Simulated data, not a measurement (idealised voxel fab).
The process module presented herein is designated voxel ribs on slabs.
Square cell edge 5 nm, section width 285 nm, ID cut.
Heads up, the way a cross-section reads in here is a grid of square cells, handed over as bands from the top down, with every band being one or more rows of cells. The entry gives the band's vertical extent as a top height and a bottom height in nm, then its horizontal make-up as materials from left to right, each with a width in nm. "blank" stands for empty space; a single material marked "full width" fills the band edge to edge. Heights are measured from 0, the level below which the as-received wafer is all one material; the lowest band has no bottom and continues downward, written as in "top 0, no bottom". Graded width ("30..40"): value in top row of band = first number; value in bottom row = second number; row-to-row change constant. Basically "remained unchanged" means that step didn't change any cell in the cross-section. For the entry "Enclosed void listing", the listed items are empty spaces with no open way to the top whose size is 8 cells or more; each item follows the pattern width x height at distance, where distance is from the left edge and all three are in nm. That trailing text on a step's line, after the settings, is the simulator's own remark on the step. overlay nm: mask offset rightward from planned place, masked step; negative means leftward offset.
The following list gives the planned process steps:
1. RECEIVE with material Si
2. DIRECTIONAL_DEP with material SiO2, thk nm 30
3. DIRECTIONAL_DEP with material SiN, thk nm 20
4. DIRECTIONAL_DEP with material aC, thk nm 15
5. PATTERN with tone cover, mask id RIB, material resist, width nm 30, thk nm 30, overlay nm 0
6. DIRECTIONAL_ETCH with etch materials aC, depth nm 15
7. STRIP with etch materials resist
8. DIRECTIONAL_ETCH with etch materials SiN, depth nm 5
9. STRIP with etch materials aC
10. DIRECTIONAL_DEP with material aC, thk nm 15
11. PATTERN with tone cover, mask id SLAB, material resist, width nm 60, thk nm 35, overlay nm 0
12. DIRECTIONAL_ETCH with etch materials aC, depth nm 15
13. STRIP with etch materials resist
14. DIRECTIONAL_ETCH with etch materials SiN, depth nm 15
15. STRIP with etch materials aC
16. FILL_DEP with material SiO2, thk nm 25
17. CMP with height nm 65
18. DIRECTIONAL_DEP with material W, thk nm 10
19. PATTERN with tone cover, mask id HEATER, material resist, width nm 40, thk nm 20, overlay nm 0
20. DIRECTIONAL_ETCH with etch materials W, depth nm 10
21. STRIP with etch materials resist
22. CONFORMAL_DEP with material SiN, thk nm 10
First of two wafers, with the run carried out as planned:
Cross-section, incoming material, after step 1:
top 0, no bottom: Si full width
Enclosed void listing: none
Cross-section through the wafer, step 2 finished:
top 30, bottom 0: SiO2 full width
Below 0 it's all the same as before, nothing changed down there.
Cross-section through the wafer, step 3 finished:
top 50, bottom 30: SiN full width
Below 30 it's all the same as before, nothing changed down there.
Cross-section through the wafer, step 4 finished:
top 65, bottom 50: aC full width
Below 50 it's all the same as before, nothing changed down there.
Cross-section through the wafer, step 5 finished:
top 95, bottom 65: 125 of blank; 30 of resist; 130 of blank
Below 65 it's all the same as before, nothing changed down there.
Cross-section through the wafer, step 6 finished:
top 80, bottom 65: 125 of blank; 30 of resist; 130 of blank
top 65, bottom 50: 125 of blank; 30 of aC; 130 of blank
Below 50 it's all the same as before, nothing changed down there.
Cross-section through the wafer, step 7 finished:
top 65, bottom 50: 125 of blank; 30 of aC; 130 of blank
Below 50 it's all the same as before, nothing changed down there.
Cross-section through the wafer, step 8 finished:
top 65, bottom 50: 125 of blank; 30 of aC; 130 of blank
top 50, bottom 45: 125 of blank; 30 of SiN; 130 of blank
Below 45 it's all the same as before, nothing changed down there.
Cross-section through the wafer, step 9 finished:
top 50, bottom 45: 125 of blank; 30 of SiN; 130 of blank
Below 45 it's all the same as before, nothing changed down there.
Cross-section through the wafer, step 10 finished:
top 65, bottom 60: 125 of blank; 30 of aC; 130 of blank
top 60, bottom 50: aC full width
top 50, bottom 45: 125 of aC; 30 of SiN; 130 of aC
Below 45 it's all the same as before, nothing changed down there.
Cross-section through the wafer, step 11 finished:
top 100, bottom 65: 110 of blank; 60 of resist; 115 of blank
top 65, bottom 60: 110 of blank; 15 of resist; 30 of aC; 15 of resist; 115 of blank
Below 60 it's all the same as before, nothing changed down there.
Cross-section through the wafer, step 12 finished:
top 85, bottom 65: 110 of blank; 60 of resist; 115 of blank
top 65, bottom 60: 110 of blank; 15 of resist; 30 of aC; 15 of resist; 115 of blank
top 60, bottom 50: 110 of blank; 60 of aC; 115 of blank
top 50, bottom 45: 110 of blank; 15 of aC; 30 of SiN; 15 of aC; 115 of blank
Below 45 it's all the same as before, nothing changed down there.
Cross-section through the wafer, step 13 finished:
top 65, bottom 60: 125 of blank; 30 of aC; 130 of blank
Below 60 it's all the same as before, nothing changed down there.
Cross-section through the wafer, step 14 finished:
top 65, bottom 60: 125 of blank; 30 of aC; 130 of blank
top 60, bottom 50: 110 of blank; 60 of aC; 115 of blank
top 50, bottom 45: 110 of blank; 15 of aC; 30 of SiN; 15 of aC; 115 of blank
top 45, bottom 30: 110 of blank; 60 of SiN; 115 of blank
Below 30 it's all the same as before, nothing changed down there.
Cross-section through the wafer, step 15 finished:
top 50, bottom 45: 125 of blank; 30 of SiN; 130 of blank
Below 45 it's all the same as before, nothing changed down there.
Cross-section through the wafer, step 16 finished:
top 75, bottom 50: SiO2 full width
top 50, bottom 45: 125 of SiO2; 30 of SiN; 130 of SiO2
top 45, bottom 30: 110 of SiO2; 60 of SiN; 115 of SiO2
Below 30 it's all the same as before, nothing changed down there.
Cross-section through the wafer, step 17 finished:
top 65, bottom 50: SiO2 full width
Below 50 it's all the same as before, nothing changed down there.
Cross-section through the wafer, step 18 finished:
top 75, bottom 65: W full width
Below 65 it's all the same as before, nothing changed down there.
Cross-section through the wafer, step 19 finished:
top 95, bottom 75: 120 of blank; 40 of resist; 125 of blank
Below 75 it's all the same as before, nothing changed down there.
Cross-section through the wafer, step 20 finished:
top 95, bottom 75: 120 of blank; 40 of resist; 125 of blank
top 75, bottom 65: 120 of blank; 40 of W; 125 of blank
Below 65 it's all the same as before, nothing changed down there.
Cross-section through the wafer, step 21 finished:
top 75, bottom 65: 120 of blank; 40 of W; 125 of blank
Below 65 it's all the same as before, nothing changed down there.
Cross-section through the wafer, step 22 finished:
top 85, bottom 75: 110 of blank; 60 of SiN; 115 of blank
top 75, bottom 65: 120 of SiN; 40 of W; 125 of SiN
Below 65 it's all the same as before, nothing changed down there.
Companion wafer, the second of two: same beginning, same intended sequence, one mistake in carrying it out; through step 18 inclusive it tracks the first exactly:
Second wafer cross-section, taken as of the time the plan sets for step 19 to be done:
top 95, bottom 75: 125 of blank; 40 of resist; 120 of blank
Below 75 it's all the same as before, nothing changed down there.
Second wafer cross-section, taken as of the time the plan sets for step 20 to be done:
top 95, bottom 75: 125 of blank; 40 of resist; 120 of blank
top 75, bottom 65: 125 of blank; 40 of W; 120 of blank
Below 65 it's all the same as before, nothing changed down there.
Second wafer cross-section, taken as of the time the plan sets for step 21 to be done:
top 75, bottom 65: 125 of blank; 40 of W; 120 of blank
Below 65 it's all the same as before, nothing changed down there.
Second wafer cross-section, taken as of the time the plan sets for step 22 to be done:
top 85, bottom 75: 115 of blank; 60 of SiN; 110 of blank
top 75, bottom 65: 125 of SiN; 40 of W; 120 of SiN
Below 65 it's all the same as before, nothing changed down there.
Processing error: so step 19 ended up running with a different setting than we planned, it ran as PATTERN with tone cover, mask id HEATER, material resist, width nm 40, thk nm 20, overlay nm 5
Upon completion, the cell count for each material on the second wafer equals that on the first, whereas the spatial distribution of those cells differs.
